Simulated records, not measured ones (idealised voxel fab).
The following is a process module called voxel self aligned contacts.
Each square cell in cross-section cut measures 5 nm, and the section as a whole is 285 nm wide.
Bands, listed from the top down, are how a cross-section gets written in this document; the cross-section itself is a grid of square cells, and a band is one or more rows of them. A band entry consists of two parts. The first gives the height of the band's top and the height of its bottom, in nm. The rest lists the band's materials from left to right, each with its width in nm. A single material labelled with the word "everywhere" fills the band from edge to edge, and the word "empty" marks empty space. Zero point of the height axis is 0; under it, received wafer = one material. Lowest band: continues down indefinitely, "from 0 down". Width spec "30..40" -> top row of cells at first value, bottom row at second value, equal per-row change in between. "remains unaltered" -> step changed no cross-section cell. What "Unvented internal voids" gives you is every empty space of 8 cells or more that is cut off from the top. Each appears as width x height at distance, with the distance taken from the left edge and width, height and distance all in nm. Anything after a step's settings on that line? It's the simulator's own note about the step. "overlay nm" answers the question of how far to the right of plan the mask lay on a step that has a mask, and when it is negative the answer is to the left.
**Planned process steps**
1. RECEIVE,material Si
2. OXIDIZE,depth nm 5
3. DIRECTIONAL_DEP,material polySi,thk nm 20
4. DIRECTIONAL_DEP,material SiN,thk nm 20
5. MASKED_ETCH,tone cover,mask id GATE,width nm 30,pitch nm 60,etch materials SiN,depth nm 20,overlay nm 0
6. MASKED_ETCH,tone cover,mask id GATE,width nm 30,pitch nm 60,etch materials polySi,depth nm 20,overlay nm 0
7. CONFORMAL_DEP,material SiN,thk nm 5
8. DIRECTIONAL_ETCH,etch materials SiN,depth nm 5
9. FILL_DEP,material SiO2,thk nm 15
10. CMP,height nm 45
11. MASKED_ETCH,tone open,mask id CONTACT,width nm 40,etch materials SiO2,depth nm 50,overlay nm 0
12. CONFORMAL_DEP,material TiN,thk nm 5
13. FILL_DEP,material W,thk nm 10
14. CMP,height nm 45
15. CONFORMAL_DEP,material SiN,thk nm 5
**Wafer at receipt (post step 1), cross-section**
> from 0 down: Si everywhere
> Unvented internal voids: none
**Module complete, cross-section. Starting point and plan per above. One mistake made in running the module**
> from 50 to 45: SiN everywhere
> from 45 to 40: 120 of SiO2  15 of TiN  10 of W  15 of TiN  125 of SiO2
> from 40 to 25: 90 of SiO2  5 of SiN  30 of polySi  5 of SiN  5 of TiN  10 of W  5 of TiN  5 of SiN  30 of polySi  5 of SiN  95 of SiO2
> from 25 to 20: 90 of SiO2  5 of SiN  30 of polySi  5 of SiN  20 of TiN  5 of SiN  30 of polySi  5 of SiN  95 of SiO2
> from 20 to 0: SiN everywhere
> from 0 to -5: SiO2 everywhere
> from -5 down: Si everywhere
> Unvented internal voids: none
Finding, execution versus plan: steps 3 and 4 of the plan were run in the wrong order, each in the other's place
